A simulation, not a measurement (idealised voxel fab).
You're looking at the process module voxel capacitor over wiring.
Cross-section cut: width 245 nm, square cells of 5 nm.
Cross-section layout: square cells on a grid; listed as bands, top to bottom; a band spans one or more cell rows.
Per band: top height and bottom height in nm, followed by the left-to-right materials and their widths in nm; "full width" marks a single material spanning edge to edge, "air" marks empty space.
Heights are expressed relative to 0, this being the level below which the as-received wafer comprises one material exclusively. The lowest band is unbounded in the downward direction and is denoted as in "0 nm and below".
The notation "30 to 40" denotes a width that varies across the rows of cells in the band, beginning at the first number in the top row, finishing at the second number in the bottom row, and changing by an identical amount from each row to the next.
The cross-section has no changed cell in any step marked "stayed the same".
Voids not open to the top, 8 cells minimum: see "Sealed internal voids". Written width x height at distance; distance is from the left edge; nm.
On a step's line, text after the settings is the simulator commenting on that step.
overlay nm: mask offset rightward from planned place, masked step; negative means leftward offset.

-- Steps planned for the process
- 1: RECEIVE (material Si)
- 2: CONFORMAL_DEP (material SiO2; thk nm 15)
- 3: CONFORMAL_DEP (material SiN; thk nm 5)
- 4: DIRECTIONAL_DEP (material SiO2; thk nm 25)
- 5: DIRECTIONAL_DEP (material aC; thk nm 10)
- 6: PATTERN (tone open; mask id METAL_1; material resist; width nm 30; pitch nm 95; thk nm 30; overlay nm 0)
- 7: DIRECTIONAL_ETCH (etch materials aC; depth nm 10)
- 8: STRIP (etch materials resist)
- 9: DIRECTIONAL_ETCH (etch materials SiO2; depth nm 25)
- 10: DIRECTIONAL_ETCH (etch materials SiN; depth nm 5)
- 11: STRIP (etch materials aC)
- 12: CONFORMAL_DEP (material TiN; thk nm 5)
- 13: FILL_DEP (material Cu; thk nm 10)
- 14: CMP (height nm 45)
- 15: CONFORMAL_DEP (material SiCN; thk nm 5)
- 16: DIRECTIONAL_DEP (material SiO2; thk nm 15)
- 17: PATTERN (tone open; mask id PLUG_1; material resist; width nm 15; thk nm 20; overlay nm 0)
- 18: DIRECTIONAL_ETCH (etch materials SiO2; depth nm 15)
- 19: DIRECTIONAL_ETCH (etch materials SiCN; depth nm 5)
- 20: STRIP (etch materials resist)
- 21: CONFORMAL_DEP (material TiN; thk nm 5)
- 22: FILL_DEP (material Cu; thk nm 10)
- 23: CMP (height nm 65)
- 24: DIRECTIONAL_DEP (material TiN; thk nm 10)
- 25: DIRECTIONAL_DEP (material HfO2; thk nm 5)
- 26: DIRECTIONAL_DEP (material TiN; thk nm 5)
- 27: PATTERN (tone cover; mask id UPPER_PLATE; material resist; width nm 70; thk nm 15; overlay nm 0)
- 28: DIRECTIONAL_ETCH (etch materials TiN; depth nm 5)
- 29: DIRECTIONAL_ETCH (etch materials HfO2; depth nm 5)
- 30: STRIP (etch materials resist)
- 31: DIRECTIONAL_DEP (material aC; thk nm 10)
- 32: PATTERN (tone cover; mask id LOWER_PLATE; material resist; width nm 80; thk nm 30; overlay nm 0)
- 33: DIRECTIONAL_ETCH (etch materials aC; depth nm 10)
- 34: STRIP (etch materials resist)
- 35: DIRECTIONAL_ETCH (etch materials TiN; depth nm 10)
- 36: STRIP (etch materials aC)
- 37: FILL_DEP (material SiO2; thk nm 15)
- 38: CMP (height nm 95)
- 39: DIRECTIONAL_DEP (material aC; thk nm 15)
- 40: PATTERN (tone open; mask id PLUG_2; material resist; width nm 15; thk nm 35; overlay nm 0)
- 41: DIRECTIONAL_ETCH (etch materials aC; depth nm 15)
- 42: STRIP (etch materials resist)
- 43: DIRECTIONAL_ETCH (etch materials SiO2; depth nm 10)
- 44: STRIP (etch materials aC)
- 45: CONFORMAL_DEP (material TiN; thk nm 5)
- 46: FILL_DEP (material W; thk nm 10)
- 47: CMP (height nm 95)
- 48: CONFORMAL_DEP (material SiN; thk nm 5)

-- Wafer as received: cross-section following step 1
- 0 nm and below | Si full width
- Sealed internal voids: none

-- The first of two wafers, cross-sectioned at the end of the module, with the run proceeding as planned
- 100 nm to 95 nm | SiN full width
- 95 nm to 90 nm | 85 SiO2  5 TiN  5 W  5 TiN  145 SiO2
- 90 nm to 80 nm | 85 to 75 SiO2  15 to 70 TiN  145 to 100 SiO2
- 80 nm to 75 nm | 75 SiO2  70 HfO2  100 SiO2
- 75 nm to 65 nm | 70 SiO2  80 TiN  95 SiO2
- 65 nm to 50 nm | 75 SiO2  5 TiN  5 Cu  5 TiN  155 SiO2
- 50 nm to 45 nm | 75 SiCN  15 TiN  155 SiCN
- 45 nm to 20 nm | 60 SiO2  5 TiN  20 Cu  5 TiN  65 SiO2  5 TiN  20 Cu  5 TiN  60 SiO2
- 20 nm to 15 nm | 60 SiN  30 TiN  65 SiN  30 TiN  60 SiN
- 15 nm to 0 nm | SiO2 full width
- 0 nm and below | Si full width
- Sealed internal voids: none

-- What the second wafer looks like in cross-section once the module is done. Its start and its plan matched the first wafer's exactly; what differed was one mistake in how it was run
- 100 nm to 95 nm | SiN full width
- 95 nm to 90 nm | 85 SiO2  5 TiN  5 W  5 TiN  145 SiO2
- 90 nm to 85 nm | 85 SiO2  15 TiN  145 SiO2
- 85 nm to 80 nm | 70 SiO2  5 TiN  70 SiO2  5 TiN  95 SiO2
- 80 nm to 75 nm | 75 HfO2  70 SiO2  100 HfO2
- 75 nm to 65 nm | TiN full width
- 65 nm to 50 nm | 75 SiO2  5 TiN  5 Cu  5 TiN  155 SiO2
- 50 nm to 45 nm | 75 SiCN  15 TiN  155 SiCN
- 45 nm to 20 nm | 60 SiO2  5 TiN  20 Cu  5 TiN  65 SiO2  5 TiN  20 Cu  5 TiN  60 SiO2
- 20 nm to 15 nm | 60 SiN  30 TiN  65 SiN  30 TiN  60 SiN
- 15 nm to 0 nm | SiO2 full width
- 0 nm and below | Si full width
- Sealed internal voids: none
In executing the process, a mistake was made relative to the plan: step 27: run off-plan, actual operation and settings PATTERN (tone open; mask id UPPER_PLATE; material resist; width nm 70; thk nm 15; overlay nm 0)
Final difference in cells, second wafer against first, listed per material as more or fewer: HfO2: 21 more | SiO2: 75 fewer | TiN: 54 more
